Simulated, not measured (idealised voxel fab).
voxel local oxidation: a process module
Shown is cross-section cut, with a width of 170 nm and square cells of size 5 nm.
In this document a cross-section is written as a grid of square cells. It is given as a series of bands, listed from the top down, and a band is one or more rows of cells. It is stipulated that each band's entry specify, in nanometres, the height of the top of the band and then that of its bottom, followed by the materials of the band in left-to-right sequence, each together with its width in nanometres. A single material marked by the word "all across" is understood to fill the band from edge to edge; the word "air" is understood to denote empty space. A quick word on heights: they are counted from 0, and under that level the wafer as it came to us is one material throughout. The lowest band is different from the rest in having no bottom; it simply continues downward, written as in "0 nm and below". The two numbers in a width such as "30->40" mark its ends across the band: the first belongs to the top row of cells, the second to the bottom row, and from each row to the next the width moves by the same amount. For the purposes of this document, the phrase "no alteration" attached to a step denotes that no cell within the cross-section was modified by that step. "Fully enclosed voids" means: voids of 8 cells or more that are shut off from the top with no open way through. Written width x height at distance, distance from the left edge, in nm. Post-settings text on a step line: simulator's own remark regarding the step. For masked steps, "overlay nm" on the step line gives how far right of plan the mask actually lay; a minus sign means it lay to the left.
This section lists the process steps that were planned
| 1 | RECEIVE (material Si) |
| 2 | CONFORMAL_DEP (material SiO2; thk nm 5) |
| 3 | CONFORMAL_DEP (material SiN; thk nm 15) |
| 4 | PATTERN (tone cover; mask id ACTIVE; material resist; width nm 120; thk nm 15; overlay nm 0) |
| 5 | DIRECTIONAL_ETCH (etch materials SiN; depth nm 15) |
| 6 | STRIP (etch materials resist) |
| 7 | SELECTIVE_ETCH (etch materials SiO2; depth nm 5) |
| 8 | OXIDIZE (depth nm 15) |
| 9 | STRIP (etch materials SiN) |
As-received wafer cross-section (after step 1)
* 0 nm and below = Si all across
* Fully enclosed voids: none
Cross-section, first of two wafers, end of module, run as planned
* 5 nm to 0 nm = 30 of air | 110 of SiO2 | 30 of air
* 0 nm to -15 nm = 45 of SiO2 | 80 of Si | 45 of SiO2
* -15 nm and below = Si all across
* Fully enclosed voids: none
Here is the second of the two wafers cut open at the end of the module - same start, same plan as the first one, but we made one mistake running it
* 5 nm to 0 nm = 25 of air | 110 of SiO2 | 35 of air
* 0 nm to -15 nm = 40 of SiO2 | 80 of Si | 50 of SiO2
* -15 nm and below = Si all across
* Fully enclosed voids: none
what went wrong: planned and actual differ for step 4; actual: PATTERN (tone cover; mask id ACTIVE; material resist; width nm 120; thk nm 15; overlay nm -5)
Tallied in cells, the final second wafer holds each material in the same quantity as the first, although not at the same places.
